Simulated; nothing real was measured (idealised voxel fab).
process module | voxel wiring stack
cross-section cut | 300 nm wide | cells 5 nm
A cross-section is a grid of square cells, given in bands from the top down. A band is one or more rows of cells.
Each band's line starts with the height of the band's top and of its bottom, in nm. Then come its materials from left to right, each with its width in nm. One material with "throughout" fills the band from edge to edge. "air" is empty space.
Height 0 is the level under which the wafer as received is all one material. The lowest band goes on downwards, as in "0 down".
A width such as "30 to 40" changes by the same amount from each row of cells to the next, from the band's top row to its bottom row.
"no change" after a step means that no cell of the cross-section changed.
closed voids: empty space of 8 cells or more with no open way to the top, each as width x height at its distance from the left edge, in nm
after a step's settings: what the simulator itself notes on the step
overlay nm, on a step with a mask: how far to the right of its planned place the mask lay; to the left if negative
plan
1 op RECEIVE | material Si
2 op CONFORMAL_DEP | material SiO2 | thk nm 15
3 op DIRECTIONAL_DEP | material TiN | thk nm 5
4 op DIRECTIONAL_DEP | material W | thk nm 25
5 op DIRECTIONAL_DEP | material aC | thk nm 15
6 op PATTERN | tone cover | mask id METAL_1 | material resist | width nm 20 | pitch nm 35 | thk nm 30 | overlay nm 0
7 op DIRECTIONAL_ETCH | etch materials aC | depth nm 15
8 op STRIP | etch materials resist
9 op DIRECTIONAL_ETCH | etch materials W | depth nm 25
10 op DIRECTIONAL_ETCH | etch materials TiN | depth nm 5
11 op STRIP | etch materials aC
12 op FILL_DEP | material SiO2 | thk nm 10
13 op CMP | height nm 45
14 op CONFORMAL_DEP | material SiCN | thk nm 5
15 op DIRECTIONAL_DEP | material lowk | thk nm 20
16 op PATTERN | tone open | mask id PLUG_1 | material resist | width nm 15 | thk nm 20 | overlay nm 0
17 op DIRECTIONAL_ETCH | etch materials lowk | depth nm 20
18 op DIRECTIONAL_ETCH | etch materials SiCN | depth nm 5
19 op STRIP | etch materials resist
20 op EPI | material Ru | thk nm 10
21 op EPI | material Ru | thk nm 10
22 op EPI | material Ru | thk nm 5
23 op DIRECTIONAL_DEP | material TiN | thk nm 5
24 op DIRECTIONAL_DEP | material W | thk nm 25
25 op DIRECTIONAL_DEP | material aC | thk nm 15
26 op PATTERN | tone cover | mask id METAL_2 | material resist | width nm 20 | pitch nm 35 | thk nm 35 | overlay nm 0
27 op DIRECTIONAL_ETCH | etch materials aC | depth nm 15
28 op STRIP | etch materials resist
29 op DIRECTIONAL_ETCH | etch materials W | depth nm 25
30 op DIRECTIONAL_ETCH | etch materials TiN | depth nm 5
31 op STRIP | etch materials aC
32 op CONFORMAL_DEP | material SiN | thk nm 5
33 op FILL_DEP | material SiO2 | thk nm 5
34 op CMP | height nm 100
35 op CONFORMAL_DEP | material SiCN | thk nm 5
36 op DIRECTIONAL_DEP | material SiO2 | thk nm 20
37 op PATTERN | tone open | mask id PLUG_2 | material resist | width nm 15 | thk nm 20 | overlay nm 0
38 op DIRECTIONAL_ETCH | etch materials SiO2 | depth nm 20
39 op DIRECTIONAL_ETCH | etch materials SiCN | depth nm 5
40 op STRIP | etch materials resist
41 op EPI | material Ru | thk nm 10
42 op EPI | material Ru | thk nm 10
43 op EPI | material Ru | thk nm 5
44 op DIRECTIONAL_DEP | material TiN | thk nm 5
45 op DIRECTIONAL_DEP | material Ru | thk nm 15
46 op MASKED_ETCH | tone cover | mask id METAL_3 | width nm 20 | pitch nm 35 | etch materials Ru | depth nm 15 | overlay nm 0
47 op MASKED_ETCH | tone cover | mask id METAL_3 | width nm 20 | pitch nm 35 | etch materials TiN | depth nm 5 | overlay nm 0
48 op CONFORMAL_DEP | material SiCN | thk nm 5
49 op FILL_DEP | material SiO2 | thk nm 5
50 op CMP | height nm 145
51 op CONFORMAL_DEP | material SiCN | thk nm 5
varied across the wafers: thk nm of step 3. The plan shows the first wafer's value. All wafers start alike
first wafer as received, after step 1
  0 down: Si throughout
  closed voids: none
each wafer at the end: cells of each material gained (+) or lost (-) since it was received, then its closed voids
thk nm 5 | +54 Ru | +238 SiCN | +72 SiN | +1104 SiO2 | +24 TiN | +80 W | +228 lowk | closed voids: none
thk nm 10 | +54 Ru | +238 SiCN | +72 SiN | +1052 SiO2 | +84 TiN | +72 W | +228 lowk | closed voids: none
thk nm 15 | +54 Ru | +238 SiCN | +72 SiN | +1000 SiO2 | +144 TiN | +64 W | +228 lowk | closed voids: none
thk nm 20 | +54 Ru | +238 SiCN | +72 SiN | +948 SiO2 | +204 TiN | +56 W | +228 lowk | closed voids: none
